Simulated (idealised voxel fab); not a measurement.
process module | voxel wiring stack
cross-section cut | 275 nm wide | cells 5 nm
A cross-section is a grid of square cells, given in bands from the top down. A band is one or more rows of cells.
Each band's line starts with the height of the band's top and of its bottom, in nm. Then come its materials from left to right, each with its width in nm. One material with "throughout" fills the band from edge to edge. "air" is empty space.
Height 0 is the level under which the wafer as received is all one material. The lowest band goes on downwards, as in "0 down".
A width such as "30 to 40" changes by the same amount from each row of cells to the next, from the band's top row to its bottom row.
"no change" after a step means that no cell of the cross-section changed.
closed voids: empty space of 8 cells or more with no open way to the top, each as width x height at its distance from the left edge, in nm
after a step's settings: what the simulator itself notes on the step
overlay nm, on a step with a mask: how far to the right of its planned place the mask lay; to the left if negative
plan
1 op RECEIVE | material Si
2 op CONFORMAL_DEP | material SiO2 | thk nm 10
3 op DIRECTIONAL_DEP | material TiN | thk nm 5
4 op DIRECTIONAL_DEP | material W | thk nm 25
5 op PATTERN | tone cover | mask id METAL_1 | material resist | width nm 20 | pitch nm 35 | thk nm 15 | overlay nm 0
6 op DIRECTIONAL_ETCH | etch materials W | depth nm 25
7 op DIRECTIONAL_ETCH | etch materials TiN | depth nm 5
8 op STRIP | etch materials resist
9 op FILL_DEP | material lowk | thk nm 5
10 op CMP | height nm 40
11 op CONFORMAL_DEP | material SiCN | thk nm 5
12 op DIRECTIONAL_DEP | material SiO2 | thk nm 15
13 op PATTERN | tone open | mask id PLUG_1 | material resist | width nm 15 | pitch nm 70 | thk nm 20 | overlay nm 0
14 op DIRECTIONAL_ETCH | etch materials SiO2 | depth nm 15
15 op DIRECTIONAL_ETCH | etch materials SiCN | depth nm 5
16 op STRIP | etch materials resist
17 op EPI | material Ru | thk nm 10
18 op EPI | material Ru | thk nm 10
19 op DIRECTIONAL_DEP | material TiN | thk nm 5
20 op DIRECTIONAL_DEP | material W | thk nm 25
21 op DIRECTIONAL_DEP | material aC | thk nm 15
22 op PATTERN | tone cover | mask id METAL_2 | material resist | width nm 20 | pitch nm 35 | thk nm 30 | overlay nm 0
23 op DIRECTIONAL_ETCH | etch materials aC | depth nm 15
24 op STRIP | etch materials resist
25 op DIRECTIONAL_ETCH | etch materials W | depth nm 25
26 op DIRECTIONAL_ETCH | etch materials TiN | depth nm 5
27 op STRIP | etch materials aC
28 op FILL_DEP | material lowk | thk nm 5
29 op CMP | height nm 90
30 op CONFORMAL_DEP | material SiCN | thk nm 5
31 op DIRECTIONAL_DEP | material SiO2 | thk nm 10
32 op DIRECTIONAL_DEP | material aC | thk nm 10
33 op PATTERN | tone open | mask id PLUG_2 | material resist | width nm 15 | pitch nm 70 | thk nm 25 | overlay nm 0
34 op DIRECTIONAL_ETCH | etch materials aC | depth nm 10
35 op STRIP | etch materials resist
36 op DIRECTIONAL_ETCH | etch materials SiO2 | depth nm 10
37 op DIRECTIONAL_ETCH | etch materials SiCN | depth nm 5
38 op STRIP | etch materials aC
39 op CONFORMAL_DEP | material TiN | thk nm 5
40 op FILL_DEP | material Ru | thk nm 5
41 op CMP | height nm 105
42 op CONFORMAL_DEP | material SiN | thk nm 5
43 op DIRECTIONAL_DEP | material SiO2 | thk nm 15
44 op PATTERN | tone open | mask id METAL_3 | material resist | width nm 20 | pitch nm 35 | thk nm 20 | overlay nm 0
45 op DIRECTIONAL_ETCH | etch materials SiO2 | depth nm 15
46 op DIRECTIONAL_ETCH | etch materials SiN | depth nm 5
47 op STRIP | etch materials resist
48 op CONFORMAL_DEP | material TiN | thk nm 5
49 op FILL_DEP | material Cu | thk nm 10
50 op CMP | height nm 125
51 op EPI | material Ru | thk nm 5
52 op FILL_DEP | material SiCN | thk nm 5
first wafer, as planned
as received, after step 1
  0 down: Si throughout
  closed voids: none
after step 2
  10 to 0: SiO2 throughout
  below 0: unchanged
after step 3
  15 to 10: TiN throughout
  below 10: unchanged
after step 4
  40 to 15: W throughout
  below 15: unchanged
after step 5
  55 to 40: air 90 | resist 20 | air 15 | resist 20 | air 15 | resist 20 | air 95
  below 40: unchanged
after step 6
  55 to 40: air 90 | resist 20 | air 15 | resist 20 | air 15 | resist 20 | air 95
  40 to 15: air 90 | W 20 | air 15 | W 20 | air 15 | W 20 | air 95
  below 15: unchanged
after step 7
  55 to 40: air 90 | resist 20 | air 15 | resist 20 | air 15 | resist 20 | air 95
  40 to 15: air 90 | W 20 | air 15 | W 20 | air 15 | W 20 | air 95
  15 to 10: air 90 | TiN 20 | air 15 | TiN 20 | air 15 | TiN 20 | air 95
  below 10: unchanged
after step 8
  40 to 15: air 90 | W 20 | air 15 | W 20 | air 15 | W 20 | air 95
  below 15: unchanged
after step 9
  45 to 40: lowk throughout
  40 to 15: lowk 90 | W 20 | lowk 15 | W 20 | lowk 15 | W 20 | lowk 95
  15 to 10: lowk 90 | TiN 20 | lowk 15 | TiN 20 | lowk 15 | TiN 20 | lowk 95
  below 10: unchanged
after step 10
  40 to 15: lowk 90 | W 20 | lowk 15 | W 20 | lowk 15 | W 20 | lowk 95
  below 15: unchanged
after step 11
  45 to 40: SiCN throughout
  below 40: unchanged
after step 12
  60 to 45: SiO2 throughout
  below 45: unchanged
after step 13
  80 to 60: resist 90 | air 15 | resist 55 | air 15 | resist 100
  below 60: unchanged
after step 14
  80 to 60: resist 90 | air 15 | resist 55 | air 15 | resist 100
  60 to 45: SiO2 90 | air 15 | SiO2 55 | air 15 | SiO2 100
  below 45: unchanged
after step 15
  80 to 60: resist 90 | air 15 | resist 55 | air 15 | resist 100
  60 to 45: SiO2 90 | air 15 | SiO2 55 | air 15 | SiO2 100
  45 to 40: SiCN 90 | air 15 | SiCN 55 | air 15 | SiCN 100
  below 40: unchanged
after step 16
  60 to 45: SiO2 90 | air 15 | SiO2 55 | air 15 | SiO2 100
  below 45: unchanged
after step 17
  60 to 50: SiO2 90 | air 15 | SiO2 55 | air 15 | SiO2 100
  50 to 45: SiO2 90 | Ru 15 | SiO2 55 | Ru 15 | SiO2 100
  45 to 40: SiCN 90 | Ru 15 | SiCN 55 | Ru 15 | SiCN 100
  below 40: unchanged
after step 18
  60 to 45: SiO2 90 | Ru 15 | SiO2 55 | Ru 15 | SiO2 100
  below 45: unchanged
after step 19
  65 to 60: TiN throughout
  below 60: unchanged
after step 20
  90 to 65: W throughout
  below 65: unchanged
after step 21
  105 to 90: aC throughout
  below 90: unchanged
after step 22
  135 to 105: air 90 | resist 20 | air 15 | resist 20 | air 15 | resist 20 | air 95
  below 105: unchanged
after step 23
  120 to 105: air 90 | resist 20 | air 15 | resist 20 | air 15 | resist 20 | air 95
  105 to 90: air 90 | aC 20 | air 15 | aC 20 | air 15 | aC 20 | air 95
  below 90: unchanged
after step 24
  105 to 90: air 90 | aC 20 | air 15 | aC 20 | air 15 | aC 20 | air 95
  below 90: unchanged
after step 25
  105 to 90: air 90 | aC 20 | air 15 | aC 20 | air 15 | aC 20 | air 95
  90 to 65: air 90 | W 20 | air 15 | W 20 | air 15 | W 20 | air 95
  below 65: unchanged
after step 26
  105 to 90: air 90 | aC 20 | air 15 | aC 20 | air 15 | aC 20 | air 95
  90 to 65: air 90 | W 20 | air 15 | W 20 | air 15 | W 20 | air 95
  65 to 60: air 90 | TiN 20 | air 15 | TiN 20 | air 15 | TiN 20 | air 95
  below 60: unchanged
after step 27
  90 to 65: air 90 | W 20 | air 15 | W 20 | air 15 | W 20 | air 95
  below 65: unchanged
after step 28
  95 to 90: lowk throughout
  90 to 65: lowk 90 | W 20 | lowk 15 | W 20 | lowk 15 | W 20 | lowk 95
  65 to 60: lowk 90 | TiN 20 | lowk 15 | TiN 20 | lowk 15 | TiN 20 | lowk 95
  below 60: unchanged
after step 29
  90 to 65: lowk 90 | W 20 | lowk 15 | W 20 | lowk 15 | W 20 | lowk 95
  below 65: unchanged
after step 30
  95 to 90: SiCN throughout
  below 90: unchanged
after step 31
  105 to 95: SiO2 throughout
  below 95: unchanged
after step 32
  115 to 105: aC throughout
  below 105: unchanged
after step 33
  140 to 115: resist 90 | air 15 | resist 55 | air 15 | resist 100
  below 115: unchanged
after step 34
  130 to 115: resist 90 | air 15 | resist 55 | air 15 | resist 100
  115 to 105: aC 90 | air 15 | aC 55 | air 15 | aC 100
  below 105: unchanged
after step 35
  115 to 105: aC 90 | air 15 | aC 55 | air 15 | aC 100
  below 105: unchanged
after step 36
  115 to 105: aC 90 | air 15 | aC 55 | air 15 | aC 100
  105 to 95: SiO2 90 | air 15 | SiO2 55 | air 15 | SiO2 100
  below 95: unchanged
after step 37
  115 to 105: aC 90 | air 15 | aC 55 | air 15 | aC 100
  105 to 95: SiO2 90 | air 15 | SiO2 55 | air 15 | SiO2 100
  95 to 90: SiCN 90 | air 15 | SiCN 55 | air 15 | SiCN 100
  below 90: unchanged
after step 38
  105 to 95: SiO2 90 | air 15 | SiO2 55 | air 15 | SiO2 100
  below 95: unchanged
after step 39
  110 to 105: TiN 95 | air 5 | TiN 65 | air 5 | TiN 105
  105 to 95: SiO2 90 | TiN 5 | air 5 | TiN 5 | SiO2 55 | TiN 5 | air 5 | TiN 5 | SiO2 100
  95 to 90: SiCN 90 | TiN 15 | SiCN 55 | TiN 15 | SiCN 100
  below 90: unchanged
after step 40
  115 to 110: Ru throughout
  110 to 105: TiN 95 | Ru 5 | TiN 65 | Ru 5 | TiN 105
  105 to 95: SiO2 90 | TiN 5 | Ru 5 | TiN 5 | SiO2 55 | TiN 5 | Ru 5 | TiN 5 | SiO2 100
  below 95: unchanged
after step 41
  105 to 95: SiO2 90 | TiN 5 | Ru 5 | TiN 5 | SiO2 55 | TiN 5 | Ru 5 | TiN 5 | SiO2 100
  below 95: unchanged
after step 42
  110 to 105: SiN throughout
  below 105: unchanged
after step 43
  125 to 110: SiO2 throughout
  below 110: unchanged
after step 44
  145 to 125: resist 90 | air 20 | resist 15 | air 20 | resist 15 | air 20 | resist 95
  below 125: unchanged
after step 45
  145 to 125: resist 90 | air 20 | resist 15 | air 20 | resist 15 | air 20 | resist 95
  125 to 110: SiO2 90 | air 20 | SiO2 15 | air 20 | SiO2 15 | air 20 | SiO2 95
  below 110: unchanged
after step 46
  145 to 125: resist 90 | air 20 | resist 15 | air 20 | resist 15 | air 20 | resist 95
  125 to 110: SiO2 90 | air 20 | SiO2 15 | air 20 | SiO2 15 | air 20 | SiO2 95
  110 to 105: SiN 90 | air 20 | SiN 15 | air 20 | SiN 15 | air 20 | SiN 95
  below 105: unchanged
after step 47
  125 to 110: SiO2 90 | air 20 | SiO2 15 | air 20 | SiO2 15 | air 20 | SiO2 95
  below 110: unchanged
after step 48
  130 to 125: TiN 95 | air 10 | TiN 25 | air 10 | TiN 25 | air 10 | TiN 100
  125 to 110: SiO2 90 | TiN 5 | air 10 | TiN 5 | SiO2 15 | TiN 5 | air 10 | TiN 5 | SiO2 15 | TiN 5 | air 10 | TiN 5 | SiO2 95
  110 to 105: SiN 90 | TiN 20 | SiN 15 | TiN 20 | SiN 15 | TiN 20 | SiN 95
  below 105: unchanged
after step 49
  140 to 130: Cu throughout
  130 to 125: TiN 95 | Cu 10 | TiN 25 | Cu 10 | TiN 25 | Cu 10 | TiN 100
  125 to 110: SiO2 90 | TiN 5 | Cu 10 | TiN 5 | SiO2 15 | TiN 5 | Cu 10 | TiN 5 | SiO2 15 | TiN 5 | Cu 10 | TiN 5 | SiO2 95
  below 110: unchanged
after step 50
  125 to 110: SiO2 90 | TiN 5 | Cu 10 | TiN 5 | SiO2 15 | TiN 5 | Cu 10 | TiN 5 | SiO2 15 | TiN 5 | Cu 10 | TiN 5 | SiO2 95
  below 110: unchanged
after step 51
  130 to 125: air 85 | Ru 30 | air 5 | Ru 30 | air 5 | Ru 30 | air 90
  below 125: unchanged
after step 52
  135 to 130: SiCN throughout
  130 to 125: SiCN 85 | Ru 30 | SiCN 5 | Ru 30 | SiCN 5 | Ru 30 | SiCN 90
  below 125: unchanged
second wafer: like start, like plan, one mistake. Through step 2 it matches the first wafer
when step 3 should have ended: no change
when step 4 should have ended
  35 to 10: W throughout
  below 10: unchanged
when step 5 should have ended
  50 to 35: air 90 | resist 20 | air 15 | resist 20 | air 15 | resist 20 | air 95
  below 35: unchanged
when step 6 should have ended
  50 to 35: air 90 | resist 20 | air 15 | resist 20 | air 15 | resist 20 | air 95
  35 to 10: air 90 | W 20 | air 15 | W 20 | air 15 | W 20 | air 95
  below 10: unchanged
when step 7 should have ended: no change
when step 8 should have ended
  35 to 10: air 90 | W 20 | air 15 | W 20 | air 15 | W 20 | air 95
  below 10: unchanged
when step 9 should have ended
  40 to 35: lowk throughout
  35 to 10: lowk 90 | W 20 | lowk 15 | W 20 | lowk 15 | W 20 | lowk 95
  below 10: unchanged
when step 10 should have ended: no change
when step 11 should have ended
  45 to 40: SiCN throughout
  below 40: unchanged
when step 12 should have ended
  60 to 45: SiO2 throughout
  below 45: unchanged
when step 13 should have ended
  80 to 60: resist 90 | air 15 | resist 55 | air 15 | resist 100
  below 60: unchanged
when step 14 should have ended
  80 to 60: resist 90 | air 15 | resist 55 | air 15 | resist 100
  60 to 45: SiO2 90 | air 15 | SiO2 55 | air 15 | SiO2 100
  below 45: unchanged
when step 15 should have ended
  80 to 60: resist 90 | air 15 | resist 55 | air 15 | resist 100
  60 to 45: SiO2 90 | air 15 | SiO2 55 | air 15 | SiO2 100
  45 to 40: SiCN 90 | air 15 | SiCN 55 | air 15 | SiCN 100
  below 40: unchanged
when step 16 should have ended
  60 to 45: SiO2 90 | air 15 | SiO2 55 | air 15 | SiO2 100
  below 45: unchanged
when step 17 should have ended: no change
when step 18 should have ended: no change
when step 19 should have ended
  65 to 60: TiN 90 | air 15 | TiN 55 | air 15 | TiN 100
  60 to 45: SiO2 90 | air 15 | SiO2 55 | air 15 | SiO2 100
  45 to 40: SiCN 90 | TiN 15 | SiCN 55 | TiN 15 | SiCN 100
  below 40: unchanged
when step 20 should have ended
  90 to 70: W 90 | air 15 | W 55 | air 15 | W 100
  70 to 65: W throughout
  65 to 60: TiN 90 | W 15 | TiN 55 | W 15 | TiN 100
  60 to 45: SiO2 90 | W 15 | SiO2 55 | W 15 | SiO2 100
  below 45: unchanged
when step 21 should have ended
  105 to 90: aC 90 | air 15 | aC 55 | air 15 | aC 100
  90 to 85: W 90 | air 15 | W 55 | air 15 | W 100
  85 to 70: W 90 | aC 15 | W 55 | aC 15 | W 100
  below 70: unchanged
when step 22 should have ended
  135 to 105: air 90 | resist 20 | air 15 | resist 20 | air 15 | resist 20 | air 95
  105 to 90: aC 90 | resist 15 | aC 55 | resist 15 | aC 100
  90 to 85: W 90 | resist 15 | W 55 | resist 15 | W 100
  below 85: unchanged
when step 23 should have ended
  120 to 105: air 90 | resist 20 | air 15 | resist 20 | air 15 | resist 20 | air 95
  105 to 90: air 90 | resist 15 | aC 5 | air 15 | aC 20 | air 15 | resist 15 | aC 5 | air 95
  below 90: unchanged
when step 24 should have ended
  105 to 90: air 105 | aC 5 | air 15 | aC 20 | air 30 | aC 5 | air 95
  90 to 85: W 90 | air 15 | W 55 | air 15 | W 100
  below 85: unchanged
when step 25 should have ended
  105 to 90: air 105 | aC 5 | air 15 | aC 20 | air 30 | aC 5 | air 95
  90 to 85: air 105 | W 5 | air 15 | W 20 | air 30 | W 5 | air 95
  85 to 70: air 90 | aC 15 | W 5 | air 15 | W 20 | air 15 | aC 15 | W 5 | air 95
  70 to 65: air 90 | W 20 | air 15 | W 20 | air 15 | W 20 | air 95
  below 65: unchanged
when step 26 should have ended
  105 to 90: air 105 | aC 5 | air 15 | aC 20 | air 30 | aC 5 | air 95
  90 to 85: air 105 | W 5 | air 15 | W 20 | air 30 | W 5 | air 95
  85 to 70: air 90 | aC 15 | W 5 | air 15 | W 20 | air 15 | aC 15 | W 5 | air 95
  70 to 65: air 90 | W 20 | air 15 | W 20 | air 15 | W 20 | air 95
  65 to 60: air 90 | W 15 | TiN 5 | air 15 | TiN 20 | air 15 | W 15 | TiN 5 | air 95
  below 60: unchanged
when step 27 should have ended
  90 to 70: air 105 | W 5 | air 15 | W 20 | air 30 | W 5 | air 95
  below 70: unchanged
when step 28 should have ended
  95 to 90: lowk throughout
  90 to 70: lowk 105 | W 5 | lowk 15 | W 20 | lowk 30 | W 5 | lowk 95
  70 to 65: lowk 90 | W 20 | lowk 15 | W 20 | lowk 15 | W 20 | lowk 95
  65 to 60: lowk 90 | W 15 | TiN 5 | lowk 15 | TiN 20 | lowk 15 | W 15 | TiN 5 | lowk 95
  below 60: unchanged
when step 29 should have ended
  90 to 70: lowk 105 | W 5 | lowk 15 | W 20 | lowk 30 | W 5 | lowk 95
  below 70: unchanged
when step 30 should have ended
  95 to 90: SiCN throughout
  below 90: unchanged
when step 31 should have ended
  105 to 95: SiO2 throughout
  below 95: unchanged
when step 32 should have ended
  115 to 105: aC throughout
  below 105: unchanged
when step 33 should have ended
  140 to 115: resist 90 | air 15 | resist 55 | air 15 | resist 100
  below 115: unchanged
when step 34 should have ended
  130 to 115: resist 90 | air 15 | resist 55 | air 15 | resist 100
  115 to 105: aC 90 | air 15 | aC 55 | air 15 | aC 100
  below 105: unchanged
when step 35 should have ended
  115 to 105: aC 90 | air 15 | aC 55 | air 15 | aC 100
  below 105: unchanged
when step 36 should have ended
  115 to 105: aC 90 | air 15 | aC 55 | air 15 | aC 100
  105 to 95: SiO2 90 | air 15 | SiO2 55 | air 15 | SiO2 100
  below 95: unchanged
when step 37 should have ended
  115 to 105: aC 90 | air 15 | aC 55 | air 15 | aC 100
  105 to 95: SiO2 90 | air 15 | SiO2 55 | air 15 | SiO2 100
  95 to 90: SiCN 90 | air 15 | SiCN 55 | air 15 | SiCN 100
  below 90: unchanged
when step 38 should have ended
  105 to 95: SiO2 90 | air 15 | SiO2 55 | air 15 | SiO2 100
  below 95: unchanged
when step 39 should have ended
  110 to 105: TiN 95 | air 5 | TiN 65 | air 5 | TiN 105
  105 to 95: SiO2 90 | TiN 5 | air 5 | TiN 5 | SiO2 55 | TiN 5 | air 5 | TiN 5 | SiO2 100
  95 to 90: SiCN 90 | TiN 15 | SiCN 55 | TiN 15 | SiCN 100
  below 90: unchanged
when step 40 should have ended
  115 to 110: Ru throughout
  110 to 105: TiN 95 | Ru 5 | TiN 65 | Ru 5 | TiN 105
  105 to 95: SiO2 90 | TiN 5 | Ru 5 | TiN 5 | SiO2 55 | TiN 5 | Ru 5 | TiN 5 | SiO2 100
  below 95: unchanged
when step 41 should have ended
  105 to 95: SiO2 90 | TiN 5 | Ru 5 | TiN 5 | SiO2 55 | TiN 5 | Ru 5 | TiN 5 | SiO2 100
  below 95: unchanged
when step 42 should have ended
  110 to 105: SiN throughout
  below 105: unchanged
when step 43 should have ended
  125 to 110: SiO2 throughout
  below 110: unchanged
when step 44 should have ended
  145 to 125: resist 90 | air 20 | resist 15 | air 20 | resist 15 | air 20 | resist 95
  below 125: unchanged
when step 45 should have ended
  145 to 125: resist 90 | air 20 | resist 15 | air 20 | resist 15 | air 20 | resist 95
  125 to 110: SiO2 90 | air 20 | SiO2 15 | air 20 | SiO2 15 | air 20 | SiO2 95
  below 110: unchanged
when step 46 should have ended
  145 to 125: resist 90 | air 20 | resist 15 | air 20 | resist 15 | air 20 | resist 95
  125 to 110: SiO2 90 | air 20 | SiO2 15 | air 20 | SiO2 15 | air 20 | SiO2 95
  110 to 105: SiN 90 | air 20 | SiN 15 | air 20 | SiN 15 | air 20 | SiN 95
  below 105: unchanged
when step 47 should have ended
  125 to 110: SiO2 90 | air 20 | SiO2 15 | air 20 | SiO2 15 | air 20 | SiO2 95
  below 110: unchanged
when step 48 should have ended
  130 to 125: TiN 95 | air 10 | TiN 25 | air 10 | TiN 25 | air 10 | TiN 100
  125 to 110: SiO2 90 | TiN 5 | air 10 | TiN 5 | SiO2 15 | TiN 5 | air 10 | TiN 5 | SiO2 15 | TiN 5 | air 10 | TiN 5 | SiO2 95
  110 to 105: SiN 90 | TiN 20 | SiN 15 | TiN 20 | SiN 15 | TiN 20 | SiN 95
  below 105: unchanged
when step 49 should have ended
  140 to 130: Cu throughout
  130 to 125: TiN 95 | Cu 10 | TiN 25 | Cu 10 | TiN 25 | Cu 10 | TiN 100
  125 to 110: SiO2 90 | TiN 5 | Cu 10 | TiN 5 | SiO2 15 | TiN 5 | Cu 10 | TiN 5 | SiO2 15 | TiN 5 | Cu 10 | TiN 5 | SiO2 95
  below 110: unchanged
when step 50 should have ended
  125 to 110: SiO2 90 | TiN 5 | Cu 10 | TiN 5 | SiO2 15 | TiN 5 | Cu 10 | TiN 5 | SiO2 15 | TiN 5 | Cu 10 | TiN 5 | SiO2 95
  below 110: unchanged
when step 51 should have ended
  130 to 125: air 85 | Ru 30 | air 5 | Ru 30 | air 5 | Ru 30 | air 90
  below 125: unchanged
when step 52 should have ended
  135 to 130: SiCN throughout
  130 to 125: SiCN 85 | Ru 30 | SiCN 5 | Ru 30 | SiCN 5 | Ru 30 | SiCN 90
  below 125: unchanged
what went wrong: step 3 was left out
at the end the second wafer has, in cells: 24 fewer of Ru | 12 fewer of TiN | 36 more of lowk
